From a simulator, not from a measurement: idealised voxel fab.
The name of this process module is voxel gate over fins.
For reference, the cross-section in this document is cut, with width 245 nm and square cells of 5 nm.
The cross-sections in this document take the form of a grid made of square cells. They are written out as bands, in order from top to bottom. Each band consists of one or more rows of cells. Basically the band line says how high the top is and how high the bottom is, in nm, and then what's in it from left to right, every material with its width in nm. Empty space shows up as "empty", and if a single material carries "throughout" it runs the full band edge to edge. Beneath 0, the wafer as received is one material, and that level is where height counting begins. The lowest band goes on downward without a bottom; it is written like "from 0 down". Graded width ("30 to 40"): value in top row of band = first number; value in bottom row = second number; row-to-row change constant. What does "nothing was modified" mean for a step? It means no cell of the cross-section changed in that step. The label "Enclosed void listing" introduces a list of the empty spaces, 8 cells or larger, that have no open way up to the top; each entry in it reads width x height at distance, where the distance is taken from the left edge and all three are stated in nm. That trailing text on a step's line, after the settings, is the simulator's own remark on the step. "overlay nm" denotes, for a step that has a mask, the displacement of the mask to the right of its planned place, with negative values corresponding to the left.
[So here's the lineup of process steps we planned]
1 RECEIVE | material Si
2 CONFORMAL_DEP | material SiN | thk nm 5
3 MASKED_ETCH | tone cover | mask id FINS | width nm 15 | pitch nm 35 | etch materials SiN | depth nm 5 | overlay nm 0
4 MASKED_ETCH | tone cover | mask id FINS | width nm 15 | pitch nm 35 | etch materials Si | depth nm 30 | overlay nm 0
5 OXIDIZE | depth nm 5
6 FILL_DEP | material SiO2 | thk nm 15
7 CMP | height nm 5
8 SELECTIVE_ETCH | etch materials SiO2 | depth nm 15
9 STRIP | etch materials SiN
10 CONFORMAL_DEP | material HfO2 | thk nm 5
11 CONFORMAL_DEP | material TiN | thk nm 5
12 FILL_DEP | material W | thk nm 15
13 CMP | height nm 20
14 CONFORMAL_DEP | material SiCN | thk nm 10
[First wafer of two (run as planned)]
[Wafer as received: cross-section following step 1]
* from 0 down  Si throughout
* Enclosed void listing: none
[The wafer in cross-section once step 2 is complete]
* from 5 to 0  SiN throughout
* Lower than 0, everything is as it was.
[The wafer in cross-section once step 3 is complete]
* from 5 to 0  80 nm empty; 15 nm SiN; 20 nm empty; 15 nm SiN; 20 nm empty; 15 nm SiN; 80 nm empty
* Lower than 0, everything is as it was.
[The wafer in cross-section once step 4 is complete]
* from 5 to 0  80 nm empty; 15 nm SiN; 20 nm empty; 15 nm SiN; 20 nm empty; 15 nm SiN; 80 nm empty
* from 0 to -30  80 nm empty; 15 nm Si; 20 nm empty; 15 nm Si; 20 nm empty; 15 nm Si; 80 nm empty
* Lower than -30, everything is as it was.
[The wafer in cross-section once step 5 is complete]
* from 5 to 0  80 nm empty; 15 nm SiN; 20 nm empty; 15 nm SiN; 20 nm empty; 15 nm SiN; 80 nm empty
* from 0 to -30  80 nm empty; 5 nm SiO2; 5 nm Si; 5 nm SiO2; 20 nm empty; 5 nm SiO2; 5 nm Si; 5 nm SiO2; 20 nm empty; 5 nm SiO2; 5 nm Si; 5 nm SiO2; 80 nm empty
* from -30 to -35  85 nm SiO2; 5 nm Si; 30 nm SiO2; 5 nm Si; 30 nm SiO2; 5 nm Si; 85 nm SiO2
* Lower than -35, everything is as it was.
[The wafer in cross-section once step 6 is complete]
* from 20 to 5  SiO2 throughout
* from 5 to 0  80 nm SiO2; 15 nm SiN; 20 nm SiO2; 15 nm SiN; 20 nm SiO2; 15 nm SiN; 80 nm SiO2
* from 0 to -35  85 nm SiO2; 5 nm Si; 30 nm SiO2; 5 nm Si; 30 nm SiO2; 5 nm Si; 85 nm SiO2
* Lower than -35, everything is as it was.
[The wafer in cross-section once step 7 is complete]
* from 5 to 0  80 nm SiO2; 15 nm SiN; 20 nm SiO2; 15 nm SiN; 20 nm SiO2; 15 nm SiN; 80 nm SiO2
* Lower than 0, everything is as it was.
[The wafer in cross-section once step 8 is complete]
* from 5 to 0  80 nm empty; 15 nm SiN; 20 nm empty; 15 nm SiN; 20 nm empty; 15 nm SiN; 80 nm empty
* from 0 to -10  85 nm empty; 5 nm Si; 30 nm empty; 5 nm Si; 30 nm empty; 5 nm Si; 85 nm empty
* Lower than -10, everything is as it was.
[The wafer in cross-section once step 9 is complete]
* from 0 to -10  85 nm empty; 5 nm Si; 30 nm empty; 5 nm Si; 30 nm empty; 5 nm Si; 85 nm empty
* Lower than -10, everything is as it was.
[The wafer in cross-section once step 10 is complete]
* from 5 to 0  80 nm empty; 15 nm HfO2; 20 nm empty; 15 nm HfO2; 20 nm empty; 15 nm HfO2; 80 nm empty
* from 0 to -5  80 nm empty; 5 nm HfO2; 5 nm Si; 5 nm HfO2; 20 nm empty; 5 nm HfO2; 5 nm Si; 5 nm HfO2; 20 nm empty; 5 nm HfO2; 5 nm Si; 5 nm HfO2; 80 nm empty
* from -5 to -10  85 nm HfO2; 5 nm Si; 30 nm HfO2; 5 nm Si; 30 nm HfO2; 5 nm Si; 85 nm HfO2
* Lower than -10, everything is as it was.
[The wafer in cross-section once step 11 is complete]
* from 10 to 5  75 nm empty; 25 nm TiN; 10 nm empty; 25 nm TiN; 10 nm empty; 25 nm TiN; 75 nm empty
* from 5 to 0  75 nm empty; 5 nm TiN; 15 nm HfO2; 5 nm TiN; 10 nm empty; 5 nm TiN; 15 nm HfO2; 5 nm TiN; 10 nm empty; 5 nm TiN; 15 nm HfO2; 5 nm TiN; 75 nm empty
* from 0 to -5  80 nm TiN; 5 nm HfO2; 5 nm Si; 5 nm HfO2; 20 nm TiN; 5 nm HfO2; 5 nm Si; 5 nm HfO2; 20 nm TiN; 5 nm HfO2; 5 nm Si; 5 nm HfO2; 80 nm TiN
* Lower than -5, everything is as it was.
[The wafer in cross-section once step 12 is complete]
* from 25 to 10  W throughout
* from 10 to 5  75 nm W; 25 nm TiN; 10 nm W; 25 nm TiN; 10 nm W; 25 nm TiN; 75 nm W
* from 5 to 0  75 nm W; 5 nm TiN; 15 nm HfO2; 5 nm TiN; 10 nm W; 5 nm TiN; 15 nm HfO2; 5 nm TiN; 10 nm W; 5 nm TiN; 15 nm HfO2; 5 nm TiN; 75 nm W
* Lower than 0, everything is as it was.
[The wafer in cross-section once step 13 is complete]
* from 20 to 10  W throughout
* Lower than 10, everything is as it was.
[The wafer in cross-section once step 14 is complete]
* from 30 to 20  SiCN throughout
* Lower than 20, everything is as it was.
[Wafer two of the pair: same origin, same plan, one error during the run; identical to wafer one up to and including step 2]
[Cross-section of the second wafer when, according to plan, step 3 should have finished]
* from 5 to 0  80 nm SiN; 15 nm empty; 20 nm SiN; 15 nm empty; 20 nm SiN; 15 nm empty; 80 nm SiN
* Lower than 0, everything is as it was.
Cross-section of the second wafer when, according to plan, step 4 should have finished: nothing was modified
[Cross-section of the second wafer when, according to plan, step 5 should have finished]
* from 5 to 0  80 nm SiN; 15 nm empty; 20 nm SiN; 15 nm empty; 20 nm SiN; 15 nm empty; 80 nm SiN
* from 0 to -5  75 nm Si; 25 nm SiO2; 10 nm Si; 25 nm SiO2; 10 nm Si; 25 nm SiO2; 75 nm Si
* Lower than -5, everything is as it was.
[Cross-section of the second wafer when, according to plan, step 6 should have finished]
* from 20 to 5  SiO2 throughout
* from 5 to 0  80 nm SiN; 15 nm SiO2; 20 nm SiN; 15 nm SiO2; 20 nm SiN; 15 nm SiO2; 80 nm SiN
* Lower than 0, everything is as it was.
[Cross-section of the second wafer when, according to plan, step 7 should have finished]
* from 5 to 0  80 nm SiN; 15 nm SiO2; 20 nm SiN; 15 nm SiO2; 20 nm SiN; 15 nm SiO2; 80 nm SiN
* Lower than 0, everything is as it was.
[Cross-section of the second wafer when, according to plan, step 8 should have finished]
* from 5 to 0  80 nm SiN; 15 nm empty; 20 nm SiN; 15 nm empty; 20 nm SiN; 15 nm empty; 80 nm SiN
* from 0 to -5  75 nm Si; 25 nm empty; 10 nm Si; 25 nm empty; 10 nm Si; 25 nm empty; 75 nm Si
* Lower than -5, everything is as it was.
[Cross-section of the second wafer when, according to plan, step 9 should have finished]
* from 0 to -5  75 nm Si; 25 nm empty; 10 nm Si; 25 nm empty; 10 nm Si; 25 nm empty; 75 nm Si
* Lower than -5, everything is as it was.
[Cross-section of the second wafer when, according to plan, step 10 should have finished]
* from 5 to 0  80 nm HfO2; 15 nm empty; 20 nm HfO2; 15 nm empty; 20 nm HfO2; 15 nm empty; 80 nm HfO2
* from 0 to -5  75 nm Si; 25 nm HfO2; 10 nm Si; 25 nm HfO2; 10 nm Si; 25 nm HfO2; 75 nm Si
* Lower than -5, everything is as it was.
[Cross-section of the second wafer when, according to plan, step 11 should have finished]
* from 10 to 5  85 nm TiN; 5 nm empty; 30 nm TiN; 5 nm empty; 30 nm TiN; 5 nm empty; 85 nm TiN
* from 5 to 0  80 nm HfO2; 15 nm TiN; 20 nm HfO2; 15 nm TiN; 20 nm HfO2; 15 nm TiN; 80 nm HfO2
* Lower than 0, everything is as it was.
[Cross-section of the second wafer when, according to plan, step 12 should have finished]
* from 25 to 10  W throughout
* from 10 to 5  85 nm TiN; 5 nm W; 30 nm TiN; 5 nm W; 30 nm TiN; 5 nm W; 85 nm TiN
* Lower than 5, everything is as it was.
[Cross-section of the second wafer when, according to plan, step 13 should have finished]
* from 20 to 10  W throughout
* Lower than 10, everything is as it was.
[Cross-section of the second wafer when, according to plan, step 14 should have finished]
* from 30 to 20  SiCN throughout
* Lower than 20, everything is as it was.
Deviation noted in wafer processing: rather than as planned, step 3 actually ran as MASKED_ETCH | tone open | mask id FINS | width nm 15 | pitch nm 35 | etch materials SiN | depth nm 5 | overlay nm 0
Wrapping up, a cell-based count of both wafers puts the second over or under the first for these materials: HfO2: 6 fewer | Si: 307 more | SiO2: 230 fewer | TiN: 6 fewer | W: 65 fewer
